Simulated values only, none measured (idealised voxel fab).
Module name: voxel transistor to metal (process module)
cross-section cut | 170 nm wide | cells 5 nm
Each cross-section below is a grid of square cells, stated as bands in top-down order, with one or more rows of cells making up each band.
Read a band's entry like this: the first values are the height of its top and the height of its bottom in nm, and what follows is the sequence of materials from left to right, each with its width in nm. Note that "blank" is empty space, and that a single material marked "full width" reaches across the band from edge to edge.
Measure heights from 0. That's the level where, below it, the as-received wafer is all one material. The lowest band is bottomless and extends downward; write it as in "top 0, no bottom".
The expression "30->40" gives the width at the extremes of the band, the first number at its top row of cells and the second at its bottom row, with the width changing by equal amounts from each row to the next in between.
No cell of the cross-section changed in a step that is given as "changes: none".
Empty spaces without an open route to the top, at least 8 cells in extent, make up the entry "Enclosed void listing"; each is given as width x height at distance, where the distance is measured from the left edge, and all are in nm.
Note: text after step settings on the step line = simulator remark on that step.
overlay nm, on a step with a mask: how far to the right of its planned place the mask lay; to the left if negative
**Here's what the planned process steps look like**
step 1: RECEIVE (material Si)
step 2: OXIDIZE (depth nm 5)
step 3: CONFORMAL_DEP (material SiN; thk nm 15)
step 4: PATTERN (tone cover; mask id ACTIVE; material resist; width nm 110; thk nm 15; overlay nm 0)
step 5: DIRECTIONAL_ETCH (etch materials SiN; depth nm 15)
step 6: DIRECTIONAL_ETCH (etch materials SiO2; depth nm 5)
step 7: DIRECTIONAL_ETCH (etch materials Si; depth nm 25)
step 8: STRIP (etch materials resist)
step 9: FILL_DEP (material SiO2; thk nm 15)
step 10: CMP (height nm 15)
step 11: SELECTIVE_ETCH (etch materials SiO2; depth nm 10)
step 12: STRIP (etch materials SiN)
step 13: SELECTIVE_ETCH (etch materials SiO2; depth nm 5)
step 14: OXIDIZE (depth nm 5)
step 15: DIRECTIONAL_DEP (material polySi; thk nm 30)
step 16: DIRECTIONAL_DEP (material SiCN; thk nm 10)
step 17: MASKED_ETCH (tone cover; mask id GATE; width nm 20; etch materials SiCN; depth nm 20; overlay nm 0)
step 18: MASKED_ETCH (tone cover; mask id GATE; width nm 20; etch materials polySi; depth nm 40; overlay nm 0)
step 19: CONFORMAL_DEP (material SiO2; thk nm 5)
step 20: DIRECTIONAL_ETCH (etch materials SiO2; depth nm 5)
step 21: CONFORMAL_DEP (material SiN; thk nm 5)
step 22: DIRECTIONAL_ETCH (etch materials SiN; depth nm 5)
step 23: DIRECTIONAL_ETCH (etch materials SiO2; depth nm 5)
step 24: DIRECTIONAL_ETCH (etch materials Si; depth nm 5)
step 25: EPI (material nSi; thk nm 20)
step 26: FILL_DEP (material SiO2; thk nm 5)
step 27: CMP (height nm 35)
step 28: DIRECTIONAL_DEP (material SiO2; thk nm 15)
step 29: PATTERN (tone open; mask id CONTACT; material resist; width nm 30; pitch nm 60; thk nm 15; overlay nm 0)
step 30: DIRECTIONAL_ETCH (etch materials SiO2; depth nm 40)
step 31: STRIP (etch materials resist)
step 32: CONFORMAL_DEP (material TiN; thk nm 5)
step 33: FILL_DEP (material W; thk nm 10)
step 34: CMP (height nm 50)
step 35: DIRECTIONAL_DEP (material TiN; thk nm 5)
step 36: DIRECTIONAL_DEP (material W; thk nm 15)
step 37: PATTERN (tone cover; mask id METAL_1; material resist; width nm 20; pitch nm 70; thk nm 15; overlay nm 0)
step 38: DIRECTIONAL_ETCH (etch materials W; depth nm 15)
step 39: DIRECTIONAL_ETCH (etch materials TiN; depth nm 5)
step 40: STRIP (etch materials resist)
step 41: CONFORMAL_DEP (material SiN; thk nm 5)
step 42: FILL_DEP (material lowk; thk nm 10)
step 43: CMP (height nm 70)
step 44: CONFORMAL_DEP (material SiCN; thk nm 5)
step 45: DIRECTIONAL_DEP (material lowk; thk nm 25)
step 46: DIRECTIONAL_DEP (material aC; thk nm 10)
step 47: PATTERN (tone open; mask id METAL_2_HOLES; material resist; width nm 15; pitch nm 70; thk nm 25; overlay nm 0)
step 48: DIRECTIONAL_ETCH (etch materials aC; depth nm 10)
step 49: STRIP (etch materials resist)
step 50: DIRECTIONAL_ETCH (etch materials lowk; depth nm 25)
step 51: STRIP (etch materials aC)
step 52: MASKED_ETCH (tone open; mask id METAL_2; width nm 20; pitch nm 70; etch materials lowk; depth nm 15; overlay nm 0)
step 53: MASKED_ETCH (tone open; mask id METAL_2; width nm 20; pitch nm 70; etch materials SiCN; depth nm 5; overlay nm 0)
step 54: CONFORMAL_DEP (material TiN; thk nm 5)
step 55: FILL_DEP (material Cu; thk nm 10)
step 56: CMP (height nm 100)
step 57: CONFORMAL_DEP (material SiCN; thk nm 5)
Variable across wafers: step 24 depth nm (plan value is that of the first wafer; starting state common to all).
**The first of several wafers in cross-section, exactly as it reached us after step 1**
  top 0, no bottom  Si full width
  Enclosed void listing: none
**Last step of the module is step 57; after it, the first of several wafers in cross-section**
  top 105, bottom 100  SiCN full width
  top 100, bottom 90  lowk=40; TiN=5; Cu=10; TiN=5; lowk=50; TiN=5; Cu=10; TiN=5; lowk=40
  top 90, bottom 85  lowk=40; TiN=5; Cu=5; TiN=10; lowk=50; TiN=5; Cu=5; TiN=10; lowk=40
  top 85, bottom 75  lowk=40; TiN=5; Cu=5; TiN=5; lowk=55; TiN=5; Cu=5; TiN=5; lowk=45
  top 75, bottom 70  SiCN=40; TiN=15; SiCN=55; TiN=15; SiCN=45
  top 70, bottom 55  lowk=35; SiN=5; W=20; SiN=5; lowk=40; SiN=5; W=20; SiN=5; lowk=35
  top 55, bottom 50  SiN=40; TiN=20; SiN=50; TiN=20; SiN=40
  top 50, bottom 40  SiO2=40; TiN=5; W=20; TiN=5; SiO2=30; TiN=5; W=20; TiN=5; SiO2=40
  top 40, bottom 35  SiO2=40; TiN=5; W=15; TiN=10; SiO2=30; TiN=10; W=15; TiN=5; SiO2=40
  top 35, bottom 25  SiO2=40; TiN=5; W=15; TiN=5; SiN=5; SiO2=5; SiCN=20; SiO2=5; SiN=5; TiN=5; W=15; TiN=5; SiO2=40
  top 25, bottom 15  SiO2=40; TiN=5; W=15; TiN=5; SiN=5; SiO2=5; polySi=20; SiO2=5; SiN=5; TiN=5; W=15; TiN=5; SiO2=40
  top 15, bottom 10  SiO2=40; TiN=25; SiN=5; SiO2=5; polySi=20; SiO2=5; SiN=5; TiN=25; SiO2=40
  top 10, bottom 0  SiO2=25; nSi=40; SiN=5; SiO2=5; polySi=20; SiO2=5; SiN=5; nSi=40; SiO2=25
  top 0, bottom -5  SiO2=25; nSi=5; SiN=5; nSi=30; SiN=5; SiO2=5; polySi=20; SiO2=5; SiN=5; nSi=30; SiN=5; nSi=5; SiO2=25
  top -5, bottom -10  SiO2=35; nSi=30; SiO2=40; nSi=30; SiO2=35
  top -10, bottom -15  SiO2=30; Si=5; nSi=30; Si=40; nSi=30; Si=5; SiO2=30
  top -15, bottom -30  SiO2=30; Si=110; SiO2=30
  top -30, no bottom  Si full width
  Enclosed void listing: none
**Final wafer cross-section at module end**
  top 105, bottom 100  SiCN full width
  top 100, bottom 90  lowk=40; TiN=5; Cu=10; TiN=5; lowk=50; TiN=5; Cu=10; TiN=5; lowk=40
  top 90, bottom 85  lowk=40; TiN=5; Cu=5; TiN=10; lowk=50; TiN=5; Cu=5; TiN=10; lowk=40
  top 85, bottom 75  lowk=40; TiN=5; Cu=5; TiN=5; lowk=55; TiN=5; Cu=5; TiN=5; lowk=45
  top 75, bottom 70  SiCN=40; TiN=15; SiCN=55; TiN=15; SiCN=45
  top 70, bottom 55  lowk=35; SiN=5; W=20; SiN=5; lowk=40; SiN=5; W=20; SiN=5; lowk=35
  top 55, bottom 50  SiN=40; TiN=20; SiN=50; TiN=20; SiN=40
  top 50, bottom 40  SiO2=40; TiN=5; W=20; TiN=5; SiO2=30; TiN=5; W=20; TiN=5; SiO2=40
  top 40, bottom 35  SiO2=40; TiN=5; W=15; TiN=10; SiO2=30; TiN=10; W=15; TiN=5; SiO2=40
  top 35, bottom 25  SiO2=40; TiN=5; W=15; TiN=5; SiN=5; SiO2=5; SiCN=20; SiO2=5; SiN=5; TiN=5; W=15; TiN=5; SiO2=40
  top 25, bottom 15  SiO2=40; TiN=5; W=15; TiN=5; SiN=5; SiO2=5; polySi=20; SiO2=5; SiN=5; TiN=5; W=15; TiN=5; SiO2=40
  top 15, bottom 10  SiO2=40; TiN=25; SiN=5; SiO2=5; polySi=20; SiO2=5; SiN=5; TiN=25; SiO2=40
  top 10, bottom 0  SiO2=25; nSi=40; SiN=5; SiO2=5; polySi=20; SiO2=5; SiN=5; nSi=40; SiO2=25
  top 0, bottom -5  SiO2=25; nSi=5; SiN=5; nSi=30; SiN=5; SiO2=5; polySi=20; SiO2=5; SiN=5; nSi=30; SiN=5; nSi=5; SiO2=25
  top -5, bottom -10  SiO2=35; nSi=30; SiO2=40; nSi=30; SiO2=35
  top -10, bottom -30  SiO2=30; Si=5; nSi=30; Si=40; nSi=30; Si=5; SiO2=30
  top -30, bottom -40  Si=35; nSi=30; Si=40; nSi=30; Si=35
  top -40, no bottom  Si full width
  Enclosed void listing: none
**wafer rows; end of module; cells per material since receipt: (+) gained, (-) lost; then closed voids**
depth nm 5, +14 Cu, -128 Si, +70 SiCN, +56 SiN, +262 SiO2, +76 TiN, +70 W, +200 lowk, +70 nSi, +24 polySi, Enclosed void listing: none
depth nm 10, +14 Cu, -140 Si, +70 SiCN, +56 SiN, +262 SiO2, +76 TiN, +70 W, +200 lowk, +82 nSi, +24 polySi, Enclosed void listing: none
depth nm 15, +14 Cu, -152 Si, +70 SiCN, +56 SiN, +262 SiO2, +76 TiN, +70 W, +200 lowk, +94 nSi, +24 polySi, Enclosed void listing: none
depth nm 20, +14 Cu, -164 Si, +70 SiCN, +56 SiN, +262 SiO2, +76 TiN, +70 W, +200 lowk, +106 nSi, +24 polySi, Enclosed void listing: none
depth nm 25, +14 Cu, -176 Si, +70 SiCN, +56 SiN, +262 SiO2, +76 TiN, +70 W, +200 lowk, +118 nSi, +24 polySi, Enclosed void listing: none
depth nm 30, +14 Cu, -188 Si, +70 SiCN, +56 SiN, +262 SiO2, +76 TiN, +70 W, +200 lowk, +130 nSi, +24 polySi, Enclosed void listing: none
